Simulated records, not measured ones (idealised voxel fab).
Herein follows the process module entitled voxel released beams.
It is cross-section cut that appears here, measuring 160 nm in width, its square cells being 5 nm in size.
Each cross-section below is a grid of square cells, stated as bands in top-down order, with one or more rows of cells making up each band. The entry gives the band's vertical extent as a top height and a bottom height in nm, then its horizontal make-up as materials from left to right, each with a width in nm. "blank" stands for empty space; a single material marked "everywhere" fills the band edge to edge. Heads up on the height convention: 0 is the point under which the incoming wafer is all one material, and the lowest band has no bottom, it just keeps going down, like "0 and below". When a width is written as two numbers, as in "30->40", the first number is the width in the top row of cells of the band and the second is the width in its bottom row, and the width changes by the same amount from each row to the next. What does "all unchanged" mean for a step? It means no cell of the cross-section changed in that step. This entry, "Closed void catalog", enumerates those empty regions of no fewer than 8 cells that possess no open connection to the top. Each region is reported in the form width x height at distance, the distance being taken from the left edge, with all three quantities expressed in nm. Formally, on a step line, whatever follows the settings is a remark that the simulator itself makes on the step. "overlay nm", when on a step's line for a step with a mask, measures how far to the right of its planned place the mask lay; a negative measure means to the left. Heads up before you read on: it's before/after pairs around one process step each, after side only down to the lowest band that changed, step plus settings under the pair. Pairs can be from different runs of this module, same starting wafer, so only chain a pair onto the one above if its "Pre-process state" entry says so.

Pre-process state:
* 0 and below | Si everywhere
* Closed void catalog: none

Post-Step Appearance:
* 5 down to 0 | SiN everywhere
* At heights below 0, the structure remains unaltered.
* Closed void catalog: none
Step sandwiched between the two cross-sections above: op CONFORMAL_DEP | material SiN | thk nm 5

Pre-process state: Reference is made to the cross-section shown after the step in the pair directly above, which represents the state prior to this step.

Post-Step Appearance:
* 15 down to 5 | SiO2 everywhere
* At heights below 5, the structure remains unaltered.
* Closed void catalog: none
Step sandwiched between the two cross-sections above: op DIRECTIONAL_DEP | material SiO2 | thk nm 10

Pre-process state: Reference is made to the cross-section shown after the step in the pair directly above, which represents the state prior to this step.

Post-Step Appearance:
* 25 down to 15 | aC everywhere
* At heights below 15, the structure remains unaltered.
* Closed void catalog: none
Step sandwiched between the two cross-sections above: op DIRECTIONAL_DEP | material aC | thk nm 10

Pre-process state: Reference is made to the cross-section shown after the step in the pair directly above, which represents the state prior to this step.

Post-Step Appearance:
* 55 down to 25 | 30 resist, then 30 blank, then 100 resist
* At heights below 25, the structure remains unaltered.
* Closed void catalog: none
Step sandwiched between the two cross-sections above: op PATTERN | tone open | mask id ANCHOR | material resist | width nm 30 | thk nm 30 | overlay nm 0

Pre-process state: Reference is made to the cross-section shown after the step in the pair directly above, which represents the state prior to this step.

Post-Step Appearance:
* 45 down to 25 | 30 resist, then 30 blank, then 100 resist
* 25 down to 15 | 30 aC, then 30 blank, then 100 aC
* At heights below 15, the structure remains unaltered.
* Closed void catalog: none
Step sandwiched between the two cross-sections above: op DIRECTIONAL_ETCH | etch materials aC | depth nm 10

Pre-process state: Reference is made to the cross-section shown after the step in the pair directly above, which represents the state prior to this step.

Post-Step Appearance:
* 25 down to 15 | 30 aC, then 30 blank, then 100 aC
* At heights below 15, the structure remains unaltered.
* Closed void catalog: none
Step sandwiched between the two cross-sections above: op STRIP | etch materials resist

Pre-process state: Reference is made to the cross-section shown after the step in the pair directly above, which represents the state prior to this step.

Post-Step Appearance:
* 25 down to 15 | 30 aC, then 30 blank, then 100 aC
* 15 down to 5 | 30 SiO2, then 30 blank, then 100 SiO2
* At heights below 5, the structure remains unaltered.
* Closed void catalog: none
Step sandwiched between the two cross-sections above: op DIRECTIONAL_ETCH | etch materials SiO2 | depth nm 10

Pre-process state: Reference is made to the cross-section shown after the step in the pair directly above, which represents the state prior to this step.

Post-Step Appearance:
* 15 down to 5 | 30 SiO2, then 30 blank, then 100 SiO2
* At heights below 5, the structure remains unaltered.
* Closed void catalog: none
Step sandwiched between the two cross-sections above: op STRIP | etch materials aC

Pre-process state: Reference is made to the cross-section shown after the step in the pair directly above, which represents the state prior to this step.

Post-Step Appearance:
* 25 down to 15 | 40 polySi, then 10 blank, then 110 polySi
* 15 down to 5 | 30 SiO2, then 30 polySi, then 100 SiO2
* At heights below 5, the structure remains unaltered.
* Closed void catalog: none
Step sandwiched between the two cross-sections above: op CONFORMAL_DEP | material polySi | thk nm 10

Pre-process state: Reference is made to the cross-section shown after the step in the pair directly above, which represents the state prior to this step.

Post-Step Appearance:
* 40 down to 25 | 25 blank, then 105 resist, then 30 blank
* 25 down to 15 | 40 polySi, then 10 resist, then 110 polySi
* At heights below 15, the structure remains unaltered.
* Closed void catalog: none
Step sandwiched between the two cross-sections above: op PATTERN | tone cover | mask id BEAM | material resist | width nm 105 | thk nm 15 | overlay nm 0

Pre-process state: Reference is made to the cross-section shown after the step in the pair directly above, which represents the state prior to this step.

Post-Step Appearance:
* 40 down to 25 | 25 blank, then 105 resist, then 30 blank
* 25 down to 15 | 25 blank, then 15 polySi, then 10 resist, then 80 polySi, then 30 blank
* At heights below 15, the structure remains unaltered.
* Closed void catalog: none
Step sandwiched between the two cross-sections above: op DIRECTIONAL_ETCH | etch materials polySi | depth nm 10

Pre-process state: Reference is made to the cross-section shown after the step in the pair directly above, which represents the state prior to this step.

Post-Step Appearance:
* 25 down to 15 | 25 blank, then 15 polySi, then 10 blank, then 80 polySi, then 30 blank
* At heights below 15, the structure remains unaltered.
* Closed void catalog: none
Step sandwiched between the two cross-sections above: op STRIP | etch materials resist

Pre-process state: Reference is made to the cross-section shown after the step in the pair directly above, which represents the state prior to this step.

Post-Step Appearance:
* 25 down to 15 | 25 blank, then 15 polySi, then 10 blank, then 80 polySi, then 30 blank
* 15 down to 5 | 30 blank, then 30 polySi, then 100 blank
* At heights below 5, the structure remains unaltered.
* Closed void catalog: none
Step sandwiched between the two cross-sections above: op STRIP | etch materials SiO2

Pre-process state:
* 0 and below | Si everywhere
* Closed void catalog: none

Post-Step Appearance:
* 10 down to 0 | SiO2 everywhere
* At heights below 0, the structure remains unaltered.
* Closed void catalog: none
Step sandwiched between the two cross-sections above: op DIRECTIONAL_DEP | material SiO2 | thk nm 10

Pre-process state: Reference is made to the cross-section shown after the step in the pair directly above, which represents the state prior to this step.

Post-Step Appearance:
* 20 down to 10 | aC everywhere
* At heights below 10, the structure remains unaltered.
* Closed void catalog: none
Step sandwiched between the two cross-sections above: op DIRECTIONAL_DEP | material aC | thk nm 10

Pre-process state: Reference is made to the cross-section shown after the step in the pair directly above, which represents the state prior to this step.

Post-Step Appearance:
* 50 down to 20 | 30 resist, then 30 blank, then 100 resist
* At heights below 20, the structure remains unaltered.
* Closed void catalog: none
Step sandwiched between the two cross-sections above: op PATTERN | tone open | mask id ANCHOR | material resist | width nm 30 | thk nm 30 | overlay nm 0

Pre-process state: Reference is made to the cross-section shown after the step in the pair directly above, which represents the state prior to this step.

Post-Step Appearance:
* 40 down to 20 | 30 resist, then 30 blank, then 100 resist
* 20 down to 10 | 30 aC, then 30 blank, then 100 aC
* At heights below 10, the structure remains unaltered.
* Closed void catalog: none
Step sandwiched between the two cross-sections above: op DIRECTIONAL_ETCH | etch materials aC | depth nm 10

Pre-process state: Reference is made to the cross-section shown after the step in the pair directly above, which represents the state prior to this step.

Post-Step Appearance:
* 20 down to 10 | 30 aC, then 30 blank, then 100 aC
* At heights below 10, the structure remains unaltered.
* Closed void catalog: none
Step sandwiched between the two cross-sections above: op STRIP | etch materials resist

Pre-process state: Reference is made to the cross-section shown after the step in the pair directly above, which represents the state prior to this step.

Post-Step Appearance:
* 20 down to 10 | 30 aC, then 30 blank, then 100 aC
* 10 down to 0 | 30 SiO2, then 30 blank, then 100 SiO2
* At heights below 0, the structure remains unaltered.
* Closed void catalog: none
Step sandwiched between the two cross-sections above: op DIRECTIONAL_ETCH | etch materials SiO2 | depth nm 10

Pre-process state: Reference is made to the cross-section shown after the step in the pair directly above, which represents the state prior to this step.

Post-Step Appearance:
* 10 down to 0 | 30 SiO2, then 30 blank, then 100 SiO2
* At heights below 0, the structure remains unaltered.
* Closed void catalog: none
Step sandwiched between the two cross-sections above: op STRIP | etch materials aC

Pre-process state: Reference is made to the cross-section shown after the step in the pair directly above, which represents the state prior to this step.

Post-Step Appearance:
* 20 down to 10 | 40 polySi, then 10 blank, then 110 polySi
* 10 down to 0 | 30 SiO2, then 30 polySi, then 100 SiO2
* At heights below 0, the structure remains unaltered.
* Closed void catalog: none
Step sandwiched between the two cross-sections above: op CONFORMAL_DEP | material polySi | thk nm 10

Pre-process state: Reference is made to the cross-section shown after the step in the pair directly above, which represents the state prior to this step.

Post-Step Appearance:
* 35 down to 20 | 25 blank, then 105 resist, then 30 blank
* 20 down to 10 | 40 polySi, then 10 resist, then 110 polySi
* At heights below 10, the structure remains unaltered.
* Closed void catalog: none
Step sandwiched between the two cross-sections above: op PATTERN | tone cover | mask id BEAM | material resist | width nm 105 | thk nm 15 | overlay nm 0

Pre-process state: Reference is made to the cross-section shown after the step in the pair directly above, which represents the state prior to this step.

Post-Step Appearance:
* 35 down to 20 | 25 blank, then 105 resist, then 30 blank
* 20 down to 10 | 25 blank, then 15 polySi, then 10 resist, then 80 polySi, then 30 blank
* At heights below 10, the structure remains unaltered.
* Closed void catalog: none
Step sandwiched between the two cross-sections above: op DIRECTIONAL_ETCH | etch materials polySi | depth nm 10

Pre-process state: Reference is made to the cross-section shown after the step in the pair directly above, which represents the state prior to this step.

Post-Step Appearance:
* 20 down to 10 | 25 blank, then 15 polySi, then 10 blank, then 80 polySi, then 30 blank
* At heights below 10, the structure remains unaltered.
* Closed void catalog: none
Step sandwiched between the two cross-sections above: op STRIP | etch materials resist

Pre-process state: Reference is made to the cross-section shown after the step in the pair directly above, which represents the state prior to this step.

Post-Step Appearance:
* 20 down to 10 | 25 blank, then 15 polySi, then 10 blank, then 80 polySi, then 30 blank
* 10 down to 0 | 30 blank, then 30 polySi, then 100 blank
* At heights below 0, the structure remains unaltered.
* Closed void catalog: none
Step sandwiched between the two cross-sections above: op STRIP | etch materials SiO2

Pre-process state:
* 10 down to 0 | SiO2 everywhere
* 0 and below | Si everywhere
* Closed void catalog: none

Post-Step Appearance:
* 15 down to 10 | SiN everywhere
* At heights below 10, the structure remains unaltered.
* Closed void catalog: none
Step sandwiched between the two cross-sections above: op CONFORMAL_DEP | material SiN | thk nm 5

Pre-process state: Reference is made to the cross-section shown after the step in the pair directly above, which represents the state prior to this step.

Post-Step Appearance:
* 25 down to 15 | aC everywhere
* At heights below 15, the structure remains unaltered.
* Closed void catalog: none
Step sandwiched between the two cross-sections above: op DIRECTIONAL_DEP | material aC | thk nm 10

Pre-process state: Reference is made to the cross-section shown after the step in the pair directly above, which represents the state prior to this step.

Post-Step Appearance:
* 55 down to 25 | 30 resist, then 30 blank, then 100 resist
* At heights below 25, the structure remains unaltered.
* Closed void catalog: none
Step sandwiched between the two cross-sections above: op PATTERN | tone open | mask id ANCHOR | material resist | width nm 30 | thk nm 30 | overlay nm 0

Pre-process state: Reference is made to the cross-section shown after the step in the pair directly above, which represents the state prior to this step.

Post-Step Appearance:
* 45 down to 25 | 30 resist, then 30 blank, then 100 resist
* 25 down to 15 | 30 aC, then 30 blank, then 100 aC
* At heights below 15, the structure remains unaltered.
* Closed void catalog: none
Step sandwiched between the two cross-sections above: op DIRECTIONAL_ETCH | etch materials aC | depth nm 10

Pre-process state: Reference is made to the cross-section shown after the step in the pair directly above, which represents the state prior to this step.

Post-Step Appearance:
* 25 down to 15 | 30 aC, then 30 blank, then 100 aC
* At heights below 15, the structure remains unaltered.
* Closed void catalog: none
Step sandwiched between the two cross-sections above: op STRIP | etch materials resist

Pre-process state: Reference is made to the cross-section shown after the step in the pair directly above, which represents the state prior to this step.

Post-Step Appearance:
* 15 down to 10 | SiN everywhere
* At heights below 10, the structure remains unaltered.
* Closed void catalog: none
Step sandwiched between the two cross-sections above: op STRIP | etch materials aC

Pre-process state: Reference is made to the cross-section shown after the step in the pair directly above, which represents the state prior to this step.

Post-Step Appearance:
* 25 down to 15 | polySi everywhere
* At heights below 15, the structure remains unaltered.
* Closed void catalog: none
Step sandwiched between the two cross-sections above: op CONFORMAL_DEP | material polySi | thk nm 10

Pre-process state: Reference is made to the cross-section shown after the step in the pair directly above, which represents the state prior to this step.

Post-Step Appearance:
* 40 down to 25 | 25 blank, then 105 resist, then 30 blank
* At heights below 25, the structure remains unaltered.
* Closed void catalog: none
Step sandwiched between the two cross-sections above: op PATTERN | tone cover | mask id BEAM | material resist | width nm 105 | thk nm 15 | overlay nm 0

Pre-process state: Reference is made to the cross-section shown after the step in the pair directly above, which represents the state prior to this step.

Post-Step Appearance:
* 40 down to 25 | 25 blank, then 105 resist, then 30 blank
* 25 down to 15 | 25 blank, then 105 polySi, then 30 blank
* At heights below 15, the structure remains unaltered.
* Closed void catalog: none
Step sandwiched between the two cross-sections above: op DIRECTIONAL_ETCH | etch materials polySi | depth nm 10

Pre-process state: Reference is made to the cross-section shown after the step in the pair directly above, which represents the state prior to this step.

Post-Step Appearance:
* 25 down to 15 | 25 blank, then 105 polySi, then 30 blank
* At heights below 15, the structure remains unaltered.
* Closed void catalog: none
Step sandwiched between the two cross-sections above: op STRIP | etch materials resist

Pre-process state:
* 15 down to 5 | 30 SiO2, then 30 blank, then 100 SiO2
* 5 down to 0 | SiN everywhere
* 0 and below | Si everywhere
* Closed void catalog: none

Post-Step Appearance:
* 20 down to 15 | 35 polySi, then 20 blank, then 105 polySi
* 15 down to 10 | 30 SiO2, then 5 polySi, then 20 blank, then 5 polySi, then 100 SiO2
* 10 down to 5 | 30 SiO2, then 30 polySi, then 100 SiO2
* At heights below 5, the structure remains unaltered.
* Closed void catalog: none
Step sandwiched between the two cross-sections above: op CONFORMAL_DEP | material polySi | thk nm 5

Pre-process state: Reference is made to the cross-section shown after the step in the pair directly above, which represents the state prior to this step.

Post-Step Appearance:
* 35 down to 20 | 25 blank, then 105 resist, then 30 blank
* 20 down to 15 | 35 polySi, then 20 resist, then 105 polySi
* 15 down to 10 | 30 SiO2, then 5 polySi, then 20 resist, then 5 polySi, then 100 SiO2
* At heights below 10, the structure remains unaltered.
* Closed void catalog: none
Step sandwiched between the two cross-sections above: op PATTERN | tone cover | mask id BEAM | material resist | width nm 105 | thk nm 15 | overlay nm 0

Pre-process state: Reference is made to the cross-section shown after the step in the pair directly above, which represents the state prior to this step.

Post-Step Appearance:
* 35 down to 20 | 25 blank, then 105 resist, then 30 blank
* 20 down to 15 | 25 blank, then 10 polySi, then 20 resist, then 75 polySi, then 30 blank
* At heights below 15, the structure remains unaltered.
* Closed void catalog: none
Step sandwiched between the two cross-sections above: op DIRECTIONAL_ETCH | etch materials polySi | depth nm 10

Pre-process state: Reference is made to the cross-section shown after the step in the pair directly above, which represents the state prior to this step.

Post-Step Appearance:
* 20 down to 15 | 25 blank, then 10 polySi, then 20 blank, then 75 polySi, then 30 blank
* 15 down to 10 | 30 SiO2, then 5 polySi, then 20 blank, then 5 polySi, then 100 SiO2
* At heights below 10, the structure remains unaltered.
* Closed void catalog: none
Step sandwiched between the two cross-sections above: op STRIP | etch materials resist

Pre-process state: Reference is made to the cross-section shown after the step in the pair directly above, which represents the state prior to this step.

Post-Step Appearance:
* 20 down to 10 | 25->30 blank, then 10->5 polySi, then 20 blank, then 75->5 polySi, then 30->100 blank
* 10 down to 5 | 30 blank, then 30 polySi, then 100 blank
* At heights below 5, the structure remains unaltered.
* Closed void catalog: none
Step sandwiched between the two cross-sections above: op STRIP | etch materials SiO2

Pre-process state:
* 25 down to 15 | 40 polySi, then 10 blank, then 110 polySi
* 15 down to 5 | 30 SiO2, then 30 polySi, then 100 SiO2
* 5 down to 0 | SiN everywhere
* 0 and below | Si everywhere
* Closed void catalog: none

Post-Step Appearance:
* 40 down to 25 | 25 blank, then 110 resist, then 25 blank
* 25 down to 15 | 40 polySi, then 10 resist, then 110 polySi
* At heights below 15, the structure remains unaltered.
* Closed void catalog: none
Step sandwiched between the two cross-sections above: op PATTERN | tone cover | mask id BEAM | material resist | width nm 110 | thk nm 15 | overlay nm 0

Pre-process state: Reference is made to the cross-section shown after the step in the pair directly above, which represents the state prior to this step.

Post-Step Appearance:
* 40 down to 25 | 25 blank, then 110 resist, then 25 blank
* 25 down to 15 | 25 blank, then 15 polySi, then 10 resist, then 85 polySi, then 25 blank
* At heights below 15, the structure remains unaltered.
* Closed void catalog: none
Step sandwiched between the two cross-sections above: op DIRECTIONAL_ETCH | etch materials polySi | depth nm 10

Pre-process state: Reference is made to the cross-section shown after the step in the pair directly above, which represents the state prior to this step.

Post-Step Appearance:
* 25 down to 15 | 25 blank, then 15 polySi, then 10 blank, then 85 polySi, then 25 blank
* At heights below 15, the structure remains unaltered.
* Closed void catalog: none
Step sandwiched between the two cross-sections above: op STRIP | etch materials resist

Pre-process state: Reference is made to the cross-section shown after the step in the pair directly above, which represents the state prior to this step.

Post-Step Appearance:
* 25 down to 15 | 25 blank, then 15 polySi, then 10 blank, then 85 polySi, then 25 blank
* 15 down to 5 | 30 blank, then 30 polySi, then 100 blank
* At heights below 5, the structure remains unaltered.
* Closed void catalog: none
Step sandwiched between the two cross-sections above: op STRIP | etch materials SiO2

Pre-process state:
* 25 down to 15 | aC everywhere
* 15 down to 5 | SiO2 everywhere
* 5 down to 0 | SiN everywhere
* 0 and below | Si everywhere
* Closed void catalog: none

Post-Step Appearance:
* 55 down to 25 | 20 resist, then 30 blank, then 110 resist
* At heights below 25, the structure remains unaltered.
* Closed void catalog: none
Step sandwiched between the two cross-sections above: op PATTERN | tone open | mask id ANCHOR | material resist | width nm 30 | thk nm 30 | overlay nm -10

Pre-process state: Reference is made to the cross-section shown after the step in the pair directly above, which represents the state prior to this step.

Post-Step Appearance:
* 45 down to 25 | 20 resist, then 30 blank, then 110 resist
* 25 down to 15 | 20 aC, then 30 blank, then 110 aC
* At heights below 15, the structure remains unaltered.
* Closed void catalog: none
Step sandwiched between the two cross-sections above: op DIRECTIONAL_ETCH | etch materials aC | depth nm 10

Pre-process state: Reference is made to the cross-section shown after the step in the pair directly above, which represents the state prior to this step.

Post-Step Appearance:
* 25 down to 15 | 20 aC, then 30 blank, then 110 aC
* At heights below 15, the structure remains unaltered.
* Closed void catalog: none
Step sandwiched between the two cross-sections above: op STRIP | etch materials resist

Pre-process state: Reference is made to the cross-section shown after the step in the pair directly above, which represents the state prior to this step.

Post-Step Appearance:
* 25 down to 15 | 20 aC, then 30 blank, then 110 aC
* 15 down to 5 | 20 SiO2, then 30 blank, then 110 SiO2
* At heights below 5, the structure remains unaltered.
* Closed void catalog: none
Step sandwiched between the two cross-sections above: op DIRECTIONAL_ETCH | etch materials SiO2 | depth nm 10

Pre-process state: Reference is made to the cross-section shown after the step in the pair directly above, which represents the state prior to this step.

Post-Step Appearance:
* 15 down to 5 | 20 SiO2, then 30 blank, then 110 SiO2
* At heights below 5, the structure remains unaltered.
* Closed void catalog: none
Step sandwiched between the two cross-sections above: op STRIP | etch materials aC

Pre-process state: Reference is made to the cross-section shown after the step in the pair directly above, which represents the state prior to this step.

Post-Step Appearance:
* 25 down to 15 | 30 polySi, then 10 blank, then 120 polySi
* 15 down to 5 | 20 SiO2, then 30 polySi, then 110 SiO2
* At heights below 5, the structure remains unaltered.
* Closed void catalog: none
Step sandwiched between the two cross-sections above: op CONFORMAL_DEP | material polySi | thk nm 10

Pre-process state: Reference is made to the cross-section shown after the step in the pair directly above, which represents the state prior to this step.

Post-Step Appearance:
* 40 down to 25 | 25 blank, then 105 resist, then 30 blank
* 25 down to 15 | 30 polySi, then 10 resist, then 120 polySi
* At heights below 15, the structure remains unaltered.
* Closed void catalog: none
Step sandwiched between the two cross-sections above: op PATTERN | tone cover | mask id BEAM | material resist | width nm 105 | thk nm 15 | overlay nm 0

Pre-process state: Reference is made to the cross-section shown after the step in the pair directly above, which represents the state prior to this step.

Post-Step Appearance:
* 40 down to 25 | 25 blank, then 105 resist, then 30 blank
* 25 down to 15 | 25 blank, then 5 polySi, then 10 resist, then 90 polySi, then 30 blank
* At heights below 15, the structure remains unaltered.
* Closed void catalog: none
Step sandwiched between the two cross-sections above: op DIRECTIONAL_ETCH | etch materials polySi | depth nm 10

Pre-process state: Reference is made to the cross-section shown after the step in the pair directly above, which represents the state prior to this step.

Post-Step Appearance:
* 25 down to 15 | 25 blank, then 5 polySi, then 10 blank, then 90 polySi, then 30 blank
* At heights below 15, the structure remains unaltered.
* Closed void catalog: none
Step sandwiched between the two cross-sections above: op STRIP | etch materials resist

Pre-process state: Reference is made to the cross-section shown after the step in the pair directly above, which represents the state prior to this step.

Post-Step Appearance:
* 25 down to 15 | 25 blank, then 5 polySi, then 10 blank, then 90 polySi, then 30 blank
* 15 down to 5 | 20 blank, then 30 polySi, then 110 blank
* At heights below 5, the structure remains unaltered.
* Closed void catalog: none
Step sandwiched between the two cross-sections above: op STRIP | etch materials SiO2

Pre-process state:
* 15 down to 5 | SiO2 everywhere
* 5 down to 0 | SiN everywhere
* 0 and below | Si everywhere
* Closed void catalog: none

Post-Step Appearance:
* 25 down to 15 | SiN everywhere
* At heights below 15, the structure remains unaltered.
* Closed void catalog: none
Step sandwiched between the two cross-sections above: op DIRECTIONAL_DEP | material SiN | thk nm 10

Pre-process state: Reference is made to the cross-section shown after the step in the pair directly above, which represents the state prior to this step.

Post-Step Appearance:
* 55 down to 25 | 30 resist, then 30 blank, then 100 resist
* At heights below 25, the structure remains unaltered.
* Closed void catalog: none
Step sandwiched between the two cross-sections above: op PATTERN | tone open | mask id ANCHOR | material resist | width nm 30 | thk nm 30 | overlay nm 0

Pre-process state: Reference is made to the cross-section shown after the step in the pair directly above, which represents the state prior to this step.

Post-Step Appearance:
* 45 down to 25 | 30 resist, then 30 blank, then 100 resist
* At heights below 25, the structure remains unaltered.
* Closed void catalog: none
Step sandwiched between the two cross-sections above: op DIRECTIONAL_ETCH | etch materials aC | depth nm 10

Pre-process state: Reference is made to the cross-section shown after the step in the pair directly above, which represents the state prior to this step.

Post-Step Appearance:
* 25 down to 15 | SiN everywhere
* At heights below 15, the structure remains unaltered.
* Closed void catalog: none
Step sandwiched between the two cross-sections above: op STRIP | etch materials resist

Pre-process state: Reference is made to the cross-section shown after the step in the pair directly above, which represents the state prior to this step.

Post-Step Appearance:
* 35 down to 25 | polySi everywhere
* At heights below 25, the structure remains unaltered.
* Closed void catalog: none
Step sandwiched between the two cross-sections above: op CONFORMAL_DEP | material polySi | thk nm 10

Pre-process state: Reference is made to the cross-section shown after the step in the pair directly above, which represents the state prior to this step.

Post-Step Appearance:
* 50 down to 35 | 25 blank, then 105 resist, then 30 blank
* At heights below 35, the structure remains unaltered.
* Closed void catalog: none
Step sandwiched between the two cross-sections above: op PATTERN | tone cover | mask id BEAM | material resist | width nm 105 | thk nm 15 | overlay nm 0

Pre-process state: Reference is made to the cross-section shown after the step in the pair directly above, which represents the state prior to this step.

Post-Step Appearance:
* 50 down to 35 | 25 blank, then 105 resist, then 30 blank
* 35 down to 25 | 25 blank, then 105 polySi, then 30 blank
* At heights below 25, the structure remains unaltered.
* Closed void catalog: none
Step sandwiched between the two cross-sections above: op DIRECTIONAL_ETCH | etch materials polySi | depth nm 10

Pre-process state: Reference is made to the cross-section shown after the step in the pair directly above, which represents the state prior to this step.

Post-Step Appearance:
* 35 down to 25 | 25 blank, then 105 polySi, then 30 blank
* At heights below 25, the structure remains unaltered.
* Closed void catalog: none
Step sandwiched between the two cross-sections above: op STRIP | etch materials resist

Pre-process state:
* 25 down to 15 | aC everywhere
* 15 down to 5 | SiO2 everywhere
* 5 down to 0 | SiN everywhere
* 0 and below | Si everywhere
* Closed void catalog: none

Post-Step Appearance:
* 55 down to 25 | 30 blank, then 30 resist, then 100 blank
* At heights below 25, the structure remains unaltered.
* Closed void catalog: none
Step sandwiched between the two cross-sections above: op PATTERN | tone cover | mask id ANCHOR | material resist | width nm 30 | thk nm 30 | overlay nm 0

Pre-process state: Reference is made to the cross-section shown after the step in the pair directly above, which represents the state prior to this step.

Post-Step Appearance:
* 45 down to 25 | 30 blank, then 30 resist, then 100 blank
* 25 down to 15 | 30 blank, then 30 aC, then 100 blank
* At heights below 15, the structure remains unaltered.
* Closed void catalog: none
Step sandwiched between the two cross-sections above: op DIRECTIONAL_ETCH | etch materials aC | depth nm 10

Pre-process state: Reference is made to the cross-section shown after the step in the pair directly above, which represents the state prior to this step.

Post-Step Appearance:
* 25 down to 15 | 30 blank, then 30 aC, then 100 blank
* At heights below 15, the structure remains unaltered.
* Closed void catalog: none
Step sandwiched between the two cross-sections above: op STRIP | etch materials resist

Pre-process state: Reference is made to the cross-section shown after the step in the pair directly above, which represents the state prior to this step.

Post-Step Appearance:
* 25 down to 15 | 30 blank, then 30 aC, then 100 blank
* 15 down to 5 | 30 blank, then 30 SiO2, then 100 blank
* At heights below 5, the structure remains unaltered.
* Closed void catalog: none
Step sandwiched between the two cross-sections above: op DIRECTIONAL_ETCH | etch materials SiO2 | depth nm 10

Pre-process state: Reference is made to the cross-section shown after the step in the pair directly above, which represents the state prior to this step.

Post-Step Appearance:
* 15 down to 5 | 30 blank, then 30 SiO2, then 100 blank
* At heights below 5, the structure remains unaltered.
* Closed void catalog: none
Step sandwiched between the two cross-sections above: op STRIP | etch materials aC

Pre-process state: Reference is made to the cross-section shown after the step in the pair directly above, which represents the state prior to this step.

Post-Step Appearance:
* 25 down to 15 | 20 blank, then 50 polySi, then 90 blank
* 15 down to 5 | 30 polySi, then 30 SiO2, then 100 polySi
* At heights below 5, the structure remains unaltered.
* Closed void catalog: none
Step sandwiched between the two cross-sections above: op CONFORMAL_DEP | material polySi | thk nm 10

Pre-process state: Reference is made to the cross-section shown after the step in the pair directly above, which represents the state prior to this step.

Post-Step Appearance:
* 40 down to 25 | 25 blank, then 105 resist, then 30 blank
* 25 down to 15 | 20 blank, then 50 polySi, then 60 resist, then 30 blank
* At heights below 15, the structure remains unaltered.
* Closed void catalog: none
Step sandwiched between the two cross-sections above: op PATTERN | tone cover | mask id BEAM | material resist | width nm 105 | thk nm 15 | overlay nm 0

Pre-process state: Reference is made to the cross-section shown after the step in the pair directly above, which represents the state prior to this step.

Post-Step Appearance:
* 40 down to 25 | 25 blank, then 105 resist, then 30 blank
* 25 down to 15 | 25 blank, then 45 polySi, then 60 resist, then 30 blank
* 15 down to 5 | 20 blank, then 10 polySi, then 30 SiO2, then 70 polySi, then 30 blank
* At heights below 5, the structure remains unaltered.
* Closed void catalog: none
Step sandwiched between the two cross-sections above: op DIRECTIONAL_ETCH | etch materials polySi | depth nm 10

Pre-process state: Reference is made to the cross-section shown after the step in the pair directly above, which represents the state prior to this step.

Post-Step Appearance:
* 25 down to 15 | 25 blank, then 45 polySi, then 90 blank
* At heights below 15, the structure remains unaltered.
* Closed void catalog: none
Step sandwiched between the two cross-sections above: op STRIP | etch materials resist
